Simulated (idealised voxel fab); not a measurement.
This section sets out a process module, namely voxel wiring stack.
FYI the section here is cut, 220 nm wide, cells are 5 nm squares.
The cross-sections in this document take the form of a grid made of square cells. They are written out as bands, in order from top to bottom. Each band consists of one or more rows of cells. Quick guide to a band line: top height, bottom height (nm) up front; then every material left to right with its width in nm. Only one material and it's marked "edge to edge"? Then it fills the band edge to edge. And "air" just means empty space. Heights are measured from 0, the level below which the as-received wafer is all one material; the lowest band has no bottom and continues downward, written as in "0 and below". Top row gets the first number, bottom row gets the second, and each row in between changes by the same step: that is how a band width like "30->40" works. No cell of the cross-section changed in a step that is given as "everything unchanged". Basically, "Enclosed void entries" tells you about the enclosed voids: empty spaces with no open way to the top, 8 cells or bigger, each written width x height at distance, where distance is from the left edge, all in nm. On each step's line, the part that comes after the settings is the simulator's own comment on the step. If you see "overlay nm" on a step's line and that step has a mask, it's telling you how far right of where it was planned the mask ended up; a negative number means it went left instead.
# Below is the list of planned process steps
step 1: RECEIVE: material Si
step 2: CONFORMAL_DEP: material SiO2, thk nm 10
step 3: DIRECTIONAL_DEP: material TiN, thk nm 5
step 4: DIRECTIONAL_DEP: material Ru, thk nm 20
step 5: DIRECTIONAL_DEP: material aC, thk nm 10
step 6: PATTERN: tone cover, mask id METAL_1, material resist, width nm 30, pitch nm 45, thk nm 30, overlay nm 0
step 7: DIRECTIONAL_ETCH: etch materials aC, depth nm 10
step 8: STRIP: etch materials resist
step 9: DIRECTIONAL_ETCH: etch materials Ru, depth nm 20
step 10: DIRECTIONAL_ETCH: etch materials TiN, depth nm 5
step 11: STRIP: etch materials aC
step 12: CONFORMAL_DEP: material SiCN, thk nm 5
step 13: FILL_DEP: material SiO2, thk nm 5
step 14: CMP: height nm 35
step 15: CONFORMAL_DEP: material SiCN, thk nm 5
step 16: DIRECTIONAL_DEP: material lowk, thk nm 30
step 17: DIRECTIONAL_DEP: material aC, thk nm 10
step 18: PATTERN: tone open, mask id METAL_2_HOLES, material resist, width nm 15, thk nm 25, overlay nm 0
step 19: DIRECTIONAL_ETCH: etch materials aC, depth nm 10
step 20: STRIP: etch materials resist
step 21: DIRECTIONAL_ETCH: etch materials lowk, depth nm 30
step 22: STRIP: etch materials aC
step 23: MASKED_ETCH: tone open, mask id METAL_2, width nm 30, pitch nm 45, etch materials lowk, depth nm 15, overlay nm 0
step 24: MASKED_ETCH: tone open, mask id METAL_2, width nm 30, pitch nm 45, etch materials SiCN, depth nm 5, overlay nm 0
step 25: CONFORMAL_DEP: material TiN, thk nm 5
step 26: FILL_DEP: material Ru, thk nm 10
step 27: CMP: height nm 70
step 28: CONFORMAL_DEP: material SiCN, thk nm 5
step 29: DIRECTIONAL_DEP: material lowk, thk nm 10
step 30: PATTERN: tone open, mask id PLUG_2, material resist, width nm 15, thk nm 20, overlay nm 0
step 31: DIRECTIONAL_ETCH: etch materials lowk, depth nm 10
step 32: DIRECTIONAL_ETCH: etch materials SiCN, depth nm 5
step 33: STRIP: etch materials resist
step 34: CONFORMAL_DEP: material TiN, thk nm 5
step 35: FILL_DEP: material W, thk nm 5
step 36: CMP: height nm 85
step 37: CONFORMAL_DEP: material SiCN, thk nm 5
step 38: DIRECTIONAL_DEP: material SiO2, thk nm 15
step 39: PATTERN: tone open, mask id METAL_3, material resist, width nm 30, pitch nm 45, thk nm 15, overlay nm 0
step 40: DIRECTIONAL_ETCH: etch materials SiO2, depth nm 15
step 41: DIRECTIONAL_ETCH: etch materials SiCN, depth nm 5
step 42: STRIP: etch materials resist
step 43: CONFORMAL_DEP: material TiN, thk nm 5
step 44: FILL_DEP: material Ru, thk nm 5
step 45: CMP: height nm 105
step 46: EPI: material Ru, thk nm 5
step 47: FILL_DEP: material SiCN, thk nm 5
# First of two wafers - as planned
# Cross-sectional view of the wafer in its as-received condition, corresponding to the state after step 1
- 0 and below: Si edge to edge
- Enclosed void entries: none
# Cross-section through the wafer, step 2 finished
- 10 down to 0: SiO2 edge to edge
- Heights below 0 show no change.
# Cross-section through the wafer, step 3 finished
- 15 down to 10: TiN edge to edge
- Heights below 10 show no change.
# Cross-section through the wafer, step 4 finished
- 35 down to 15: Ru edge to edge
- Heights below 15 show no change.
# Cross-section through the wafer, step 5 finished
- 45 down to 35: aC edge to edge
- Heights below 35 show no change.
# Cross-section through the wafer, step 6 finished
- 75 down to 45: air 70  resist 30  air 15  resist 30  air 75
- Heights below 45 show no change.
# Cross-section through the wafer, step 7 finished
- 65 down to 45: air 70  resist 30  air 15  resist 30  air 75
- 45 down to 35: air 70  aC 30  air 15  aC 30  air 75
- Heights below 35 show no change.
# Cross-section through the wafer, step 8 finished
- 45 down to 35: air 70  aC 30  air 15  aC 30  air 75
- Heights below 35 show no change.
# Cross-section through the wafer, step 9 finished
- 45 down to 35: air 70  aC 30  air 15  aC 30  air 75
- 35 down to 15: air 70  Ru 30  air 15  Ru 30  air 75
- Heights below 15 show no change.
# Cross-section through the wafer, step 10 finished
- 45 down to 35: air 70  aC 30  air 15  aC 30  air 75
- 35 down to 15: air 70  Ru 30  air 15  Ru 30  air 75
- 15 down to 10: air 70  TiN 30  air 15  TiN 30  air 75
- Heights below 10 show no change.
# Cross-section through the wafer, step 11 finished
- 35 down to 15: air 70  Ru 30  air 15  Ru 30  air 75
- Heights below 15 show no change.
# Cross-section through the wafer, step 12 finished
- 40 down to 35: air 65  SiCN 40  air 5  SiCN 40  air 70
- 35 down to 15: air 65  SiCN 5  Ru 30  SiCN 5  air 5  SiCN 5  Ru 30  SiCN 5  air 70
- 15 down to 10: SiCN 70  TiN 30  SiCN 15  TiN 30  SiCN 75
- Heights below 10 show no change.
# Cross-section through the wafer, step 13 finished
- 45 down to 40: SiO2 edge to edge
- 40 down to 35: SiO2 65  SiCN 40  SiO2 5  SiCN 40  SiO2 70
- 35 down to 15: SiO2 65  SiCN 5  Ru 30  SiCN 5  SiO2 5  SiCN 5  Ru 30  SiCN 5  SiO2 70
- Heights below 15 show no change.
# Cross-section through the wafer, step 14 finished
- 35 down to 15: SiO2 65  SiCN 5  Ru 30  SiCN 5  SiO2 5  SiCN 5  Ru 30  SiCN 5  SiO2 70
- Heights below 15 show no change.
# Cross-section through the wafer, step 15 finished
- 40 down to 35: SiCN edge to edge
- Heights below 35 show no change.
# Cross-section through the wafer, step 16 finished
- 70 down to 40: lowk edge to edge
- Heights below 40 show no change.
# Cross-section through the wafer, step 17 finished
- 80 down to 70: aC edge to edge
- Heights below 70 show no change.
# Cross-section through the wafer, step 18 finished
- 105 down to 80: resist 70  air 15  resist 135
- Heights below 80 show no change.
# Cross-section through the wafer, step 19 finished
- 95 down to 80: resist 70  air 15  resist 135
- 80 down to 70: aC 70  air 15  aC 135
- Heights below 70 show no change.
# Cross-section through the wafer, step 20 finished
- 80 down to 70: aC 70  air 15  aC 135
- Heights below 70 show no change.
# Cross-section through the wafer, step 21 finished
- 80 down to 70: aC 70  air 15  aC 135
- 70 down to 40: lowk 70  air 15  lowk 135
- Heights below 40 show no change.
# Cross-section through the wafer, step 22 finished
- 70 down to 40: lowk 70  air 15  lowk 135
- Heights below 40 show no change.
# Cross-section through the wafer, step 23 finished
- 70 down to 55: lowk 70  air 30  lowk 15  air 30  lowk 75
- Heights below 55 show no change.
# Cross-section through the wafer, step 24 finished
- 70 down to 55: lowk 70  air 30  lowk 15  air 30  lowk 75
- 55 down to 40: lowk 70  air 15  lowk 135
- 40 down to 35: SiCN 70  air 15  SiCN 135
- Heights below 35 show no change.
# Cross-section through the wafer, step 25 finished
- 75 down to 70: TiN 75  air 20  TiN 25  air 20  TiN 80
- 70 down to 60: lowk 70  TiN 5  air 20  TiN 5  lowk 15  TiN 5  air 20  TiN 5  lowk 75
- 60 down to 55: lowk 70  TiN 5  air 5  TiN 20  lowk 15  TiN 30  lowk 75
- 55 down to 40: lowk 70  TiN 5  air 5  TiN 5  lowk 135
- 40 down to 35: SiCN 70  TiN 15  SiCN 135
- Heights below 35 show no change.
# Cross-section through the wafer, step 26 finished
- 85 down to 75: Ru edge to edge
- 75 down to 70: TiN 75  Ru 20  TiN 25  Ru 20  TiN 80
- 70 down to 60: lowk 70  TiN 5  Ru 20  TiN 5  lowk 15  TiN 5  Ru 20  TiN 5  lowk 75
- 60 down to 55: lowk 70  TiN 5  Ru 5  TiN 20  lowk 15  TiN 30  lowk 75
- 55 down to 40: lowk 70  TiN 5  Ru 5  TiN 5  lowk 135
- Heights below 40 show no change.
# Cross-section through the wafer, step 27 finished
- 70 down to 60: lowk 70  TiN 5  Ru 20  TiN 5  lowk 15  TiN 5  Ru 20  TiN 5  lowk 75
- Heights below 60 show no change.
# Cross-section through the wafer, step 28 finished
- 75 down to 70: SiCN edge to edge
- Heights below 70 show no change.
# Cross-section through the wafer, step 29 finished
- 85 down to 75: lowk edge to edge
- Heights below 75 show no change.
# Cross-section through the wafer, step 30 finished
- 105 down to 85: resist 70  air 15  resist 135
- Heights below 85 show no change.
# Cross-section through the wafer, step 31 finished
- 105 down to 85: resist 70  air 15  resist 135
- 85 down to 75: lowk 70  air 15  lowk 135
- Heights below 75 show no change.
# Cross-section through the wafer, step 32 finished
- 105 down to 85: resist 70  air 15  resist 135
- 85 down to 75: lowk 70  air 15  lowk 135
- 75 down to 70: SiCN 70  air 15  SiCN 135
- Heights below 70 show no change.
# Cross-section through the wafer, step 33 finished
- 85 down to 75: lowk 70  air 15  lowk 135
- Heights below 75 show no change.
# Cross-section through the wafer, step 34 finished
- 90 down to 85: TiN 75  air 5  TiN 140
- 85 down to 75: lowk 70  TiN 5  air 5  TiN 5  lowk 135
- 75 down to 70: SiCN 70  TiN 15  SiCN 135
- Heights below 70 show no change.
# Cross-section through the wafer, step 35 finished
- 95 down to 90: W edge to edge
- 90 down to 85: TiN 75  W 5  TiN 140
- 85 down to 75: lowk 70  TiN 5  W 5  TiN 5  lowk 135
- Heights below 75 show no change.
# Cross-section through the wafer, step 36 finished
- 85 down to 75: lowk 70  TiN 5  W 5  TiN 5  lowk 135
- Heights below 75 show no change.
# Cross-section through the wafer, step 37 finished
- 90 down to 85: SiCN edge to edge
- Heights below 85 show no change.
# Cross-section through the wafer, step 38 finished
- 105 down to 90: SiO2 edge to edge
- Heights below 90 show no change.
# Cross-section through the wafer, step 39 finished
- 120 down to 105: resist 70  air 30  resist 15  air 30  resist 75
- Heights below 105 show no change.
# Cross-section through the wafer, step 40 finished
- 120 down to 105: resist 70  air 30  resist 15  air 30  resist 75
- 105 down to 90: SiO2 70  air 30  SiO2 15  air 30  SiO2 75
- Heights below 90 show no change.
# Cross-section through the wafer, step 41 finished
- 120 down to 105: resist 70  air 30  resist 15  air 30  resist 75
- 105 down to 90: SiO2 70  air 30  SiO2 15  air 30  SiO2 75
- 90 down to 85: SiCN 70  air 30  SiCN 15  air 30  SiCN 75
- Heights below 85 show no change.
# Cross-section through the wafer, step 42 finished
- 105 down to 90: SiO2 70  air 30  SiO2 15  air 30  SiO2 75
- Heights below 90 show no change.
# Cross-section through the wafer, step 43 finished
- 110 down to 105: TiN 75  air 20  TiN 25  air 20  TiN 80
- 105 down to 90: SiO2 70  TiN 5  air 20  TiN 5  SiO2 15  TiN 5  air 20  TiN 5  SiO2 75
- 90 down to 85: SiCN 70  TiN 30  SiCN 15  TiN 30  SiCN 75
- Heights below 85 show no change.
# Cross-section through the wafer, step 44 finished
- 115 down to 110: Ru edge to edge
- 110 down to 105: TiN 75  Ru 20  TiN 25  Ru 20  TiN 80
- 105 down to 90: SiO2 70  TiN 5  Ru 20  TiN 5  SiO2 15  TiN 5  Ru 20  TiN 5  SiO2 75
- Heights below 90 show no change.
# Cross-section through the wafer, step 45 finished
- 105 down to 90: SiO2 70  TiN 5  Ru 20  TiN 5  SiO2 15  TiN 5  Ru 20  TiN 5  SiO2 75
- Heights below 90 show no change.
# Cross-section through the wafer, step 46 finished
- 110 down to 105: air 65  Ru 40  air 5  Ru 40  air 70
- Heights below 105 show no change.
# Cross-section through the wafer, step 47 finished
- 115 down to 110: SiCN edge to edge
- 110 down to 105: SiCN 65  Ru 40  SiCN 5  Ru 40  SiCN 70
- Heights below 105 show no change.
# Wafer two: like wafer one in start and plan, but with one mistake in execution; identical up to and including step 22
# when step 23 should have ended
- 70 down to 50: lowk 70  air 30  lowk 15  air 30  lowk 75
- Heights below 50 show no change.
# when step 24 should have ended
- 70 down to 50: lowk 70  air 30  lowk 15  air 30  lowk 75
- 50 down to 40: lowk 70  air 15  lowk 135
- 40 down to 35: SiCN 70  air 15  SiCN 135
- Heights below 35 show no change.
# when step 25 should have ended
- 75 down to 70: TiN 75  air 20  TiN 25  air 20  TiN 80
- 70 down to 55: lowk 70  TiN 5  air 20  TiN 5  lowk 15  TiN 5  air 20  TiN 5  lowk 75
- 55 down to 50: lowk 70  TiN 5  air 5  TiN 20  lowk 15  TiN 30  lowk 75
- 50 down to 40: lowk 70  TiN 5  air 5  TiN 5  lowk 135
- 40 down to 35: SiCN 70  TiN 15  SiCN 135
- Heights below 35 show no change.
# when step 26 should have ended
- 85 down to 75: Ru edge to edge
- 75 down to 70: TiN 75  Ru 20  TiN 25  Ru 20  TiN 80
- 70 down to 55: lowk 70  TiN 5  Ru 20  TiN 5  lowk 15  TiN 5  Ru 20  TiN 5  lowk 75
- 55 down to 50: lowk 70  TiN 5  Ru 5  TiN 20  lowk 15  TiN 30  lowk 75
- 50 down to 40: lowk 70  TiN 5  Ru 5  TiN 5  lowk 135
- Heights below 40 show no change.
# when step 27 should have ended
- 70 down to 55: lowk 70  TiN 5  Ru 20  TiN 5  lowk 15  TiN 5  Ru 20  TiN 5  lowk 75
- Heights below 55 show no change.
# when step 28 should have ended
- 75 down to 70: SiCN edge to edge
- Heights below 70 show no change.
# when step 29 should have ended
- 85 down to 75: lowk edge to edge
- Heights below 75 show no change.
# when step 30 should have ended
- 105 down to 85: resist 70  air 15  resist 135
- Heights below 85 show no change.
# when step 31 should have ended
- 105 down to 85: resist 70  air 15  resist 135
- 85 down to 75: lowk 70  air 15  lowk 135
- Heights below 75 show no change.
# when step 32 should have ended
- 105 down to 85: resist 70  air 15  resist 135
- 85 down to 75: lowk 70  air 15  lowk 135
- 75 down to 70: SiCN 70  air 15  SiCN 135
- Heights below 70 show no change.
# when step 33 should have ended
- 85 down to 75: lowk 70  air 15  lowk 135
- Heights below 75 show no change.
# when step 34 should have ended
- 90 down to 85: TiN 75  air 5  TiN 140
- 85 down to 75: lowk 70  TiN 5  air 5  TiN 5  lowk 135
- 75 down to 70: SiCN 70  TiN 15  SiCN 135
- Heights below 70 show no change.
# when step 35 should have ended
- 95 down to 90: W edge to edge
- 90 down to 85: TiN 75  W 5  TiN 140
- 85 down to 75: lowk 70  TiN 5  W 5  TiN 5  lowk 135
- Heights below 75 show no change.
# when step 36 should have ended
- 85 down to 75: lowk 70  TiN 5  W 5  TiN 5  lowk 135
- Heights below 75 show no change.
# when step 37 should have ended
- 90 down to 85: SiCN edge to edge
- Heights below 85 show no change.
# when step 38 should have ended
- 105 down to 90: SiO2 edge to edge
- Heights below 90 show no change.
# when step 39 should have ended
- 120 down to 105: resist 70  air 30  resist 15  air 30  resist 75
- Heights below 105 show no change.
# when step 40 should have ended
- 120 down to 105: resist 70  air 30  resist 15  air 30  resist 75
- 105 down to 90: SiO2 70  air 30  SiO2 15  air 30  SiO2 75
- Heights below 90 show no change.
# when step 41 should have ended
- 120 down to 105: resist 70  air 30  resist 15  air 30  resist 75
- 105 down to 90: SiO2 70  air 30  SiO2 15  air 30  SiO2 75
- 90 down to 85: SiCN 70  air 30  SiCN 15  air 30  SiCN 75
- Heights below 85 show no change.
# when step 42 should have ended
- 105 down to 90: SiO2 70  air 30  SiO2 15  air 30  SiO2 75
- Heights below 90 show no change.
# when step 43 should have ended
- 110 down to 105: TiN 75  air 20  TiN 25  air 20  TiN 80
- 105 down to 90: SiO2 70  TiN 5  air 20  TiN 5  SiO2 15  TiN 5  air 20  TiN 5  SiO2 75
- 90 down to 85: SiCN 70  TiN 30  SiCN 15  TiN 30  SiCN 75
- Heights below 85 show no change.
# when step 44 should have ended
- 115 down to 110: Ru edge to edge
- 110 down to 105: TiN 75  Ru 20  TiN 25  Ru 20  TiN 80
- 105 down to 90: SiO2 70  TiN 5  Ru 20  TiN 5  SiO2 15  TiN 5  Ru 20  TiN 5  SiO2 75
- Heights below 90 show no change.
# when step 45 should have ended
- 105 down to 90: SiO2 70  TiN 5  Ru 20  TiN 5  SiO2 15  TiN 5  Ru 20  TiN 5  SiO2 75
- Heights below 90 show no change.
# when step 46 should have ended
- 110 down to 105: air 65  Ru 40  air 5  Ru 40  air 70
- Heights below 105 show no change.
# when step 47 should have ended
- 115 down to 110: SiCN edge to edge
- 110 down to 105: SiCN 65  Ru 40  SiCN 5  Ru 40  SiCN 70
- Heights below 105 show no change.
What was done differently from what was planned? in deviation from the planned setting, step 23 was conducted as MASKED_ETCH: tone open, mask id METAL_2, width nm 30, pitch nm 45, etch materials lowk, depth nm 20, overlay nm 0
Heads up, by the end the second wafer has more or fewer cells of some materials compared to the first: 7 more of Ru; 2 more of TiN; 9 fewer of lowk
